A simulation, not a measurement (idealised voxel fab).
process module | voxel released beams
Xsec cut, 140 nm wide, square cell size 5 nm.
In this document a cross-section is written as a grid of square cells. It is given as a series of bands, listed from the top down, and a band is one or more rows of cells.
It is stipulated that each band's entry specify, in nanometres, the height of the top of the band and then that of its bottom, followed by the materials of the band in left-to-right sequence, each together with its width in nanometres. A single material marked by the word "full width" is understood to fill the band from edge to edge; the word "air" is understood to denote empty space.
The level at which height equals 0 is the one under which the wafer, as it arrives, is entirely one material. No lower edge exists for the bottom band, which continues downward and is notated as in "0 nm and below".
Think of "30..40" as a width that walks from the first number to the second as you go down the band, top row to bottom row, taking equal-sized steps from row to row.
"nothing changed" -> step changed no cross-section cell.
The entry "Sealed cavities" lists the empty spaces that cover at least 8 cells and have no open path to the top. Each is written as width x height at distance, where the distance is measured from the left edge and all three values are in nm.
Note: text after step settings on the step line = simulator remark on that step.
"overlay nm" answers the question of how far to the right of plan the mask lay on a step that has a mask, and when it is negative the answer is to the left.

# This section lists the process steps that were planned
1 RECEIVE | material Si
2 CONFORMAL_DEP | material Al2O3 | thk nm 5
3 DIRECTIONAL_DEP | material SiO2 | thk nm 15
4 PATTERN | tone open | mask id ANCHOR | material resist | width nm 30 | thk nm 15 | overlay nm 0
5 DIRECTIONAL_ETCH | etch materials SiO2 | depth nm 15
6 STRIP | etch materials resist
7 CONFORMAL_DEP | material W | thk nm 10
8 MASKED_ETCH | tone cover | mask id BEAM | width nm 85 | etch materials W | depth nm 10 | overlay nm 0
9 STRIP | etch materials SiO2

# First of two wafers: run as planned

# Cross-section of the wafer at receipt, which is the condition after step 1
- 0 nm and below  Si full width
- Sealed cavities: none

# Cross-section through the wafer, step 2 finished
- 5 nm to 0 nm  Al2O3 full width
- Below 0, the layers are the same as they were.

# Cross-section through the wafer, step 3 finished
- 20 nm to 5 nm  SiO2 full width
- Below 5, the layers are the same as they were.

# Cross-section through the wafer, step 4 finished
- 35 nm to 20 nm  resist 30 nm; air 30 nm; resist 80 nm
- Below 20, the layers are the same as they were.

# Cross-section through the wafer, step 5 finished
- 35 nm to 20 nm  resist 30 nm; air 30 nm; resist 80 nm
- 20 nm to 5 nm  SiO2 30 nm; air 30 nm; SiO2 80 nm
- Below 5, the layers are the same as they were.

# Cross-section through the wafer, step 6 finished
- 20 nm to 5 nm  SiO2 30 nm; air 30 nm; SiO2 80 nm
- Below 5, the layers are the same as they were.

# Cross-section through the wafer, step 7 finished
- 30 nm to 20 nm  W 40 nm; air 10 nm; W 90 nm
- 20 nm to 15 nm  SiO2 30 nm; W 10 nm; air 10 nm; W 10 nm; SiO2 80 nm
- 15 nm to 5 nm  SiO2 30 nm; W 30 nm; SiO2 80 nm
- Below 5, the layers are the same as they were.

# Cross-section through the wafer, step 8 finished
- 30 nm to 20 nm  air 25 nm; W 15 nm; air 10 nm; W 60 nm; air 30 nm
- Below 20, the layers are the same as they were.

# Cross-section through the wafer, step 9 finished
- 30 nm to 20 nm  air 25 nm; W 15 nm; air 10 nm; W 60 nm; air 30 nm
- 20 nm to 15 nm  air 30 nm; W 10 nm; air 10 nm; W 10 nm; air 80 nm
- 15 nm to 5 nm  air 30 nm; W 30 nm; air 80 nm
- Below 5, the layers are the same as they were.

# Second wafer, same starting conditions and recipe as the first, one mistake in executing it, nothing differs from the first up to and including step 3

# Second wafer, sectioned view, at step 4's planned end time
- 35 nm to 20 nm  resist 25 nm; air 30 nm; resist 85 nm
- Below 20, the layers are the same as they were.

# Second wafer, sectioned view, at step 5's planned end time
- 35 nm to 20 nm  resist 25 nm; air 30 nm; resist 85 nm
- 20 nm to 5 nm  SiO2 25 nm; air 30 nm; SiO2 85 nm
- Below 5, the layers are the same as they were.

# Second wafer, sectioned view, at step 6's planned end time
- 20 nm to 5 nm  SiO2 25 nm; air 30 nm; SiO2 85 nm
- Below 5, the layers are the same as they were.

# Second wafer, sectioned view, at step 7's planned end time
- 30 nm to 20 nm  W 35 nm; air 10 nm; W 95 nm
- 20 nm to 15 nm  SiO2 25 nm; W 10 nm; air 10 nm; W 10 nm; SiO2 85 nm
- 15 nm to 5 nm  SiO2 25 nm; W 30 nm; SiO2 85 nm
- Below 5, the layers are the same as they were.

# Second wafer, sectioned view, at step 8's planned end time
- 30 nm to 20 nm  air 25 nm; W 10 nm; air 10 nm; W 65 nm; air 30 nm
- Below 20, the layers are the same as they were.

# Second wafer, sectioned view, at step 9's planned end time
- 30 nm to 20 nm  air 25 nm; W 10 nm; air 10 nm; W 65 nm; air 30 nm
- 20 nm to 15 nm  air 25 nm; W 10 nm; air 10 nm; W 10 nm; air 85 nm
- 15 nm to 5 nm  air 25 nm; W 30 nm; air 85 nm
- Below 5, the layers are the same as they were.
Diagnosis: step 4 ran as: PATTERN | tone open | mask id ANCHOR | material resist | width nm 30 | thk nm 15 | overlay nm -5
End check, second vs first wafer: material counts in cells match, positions do not.
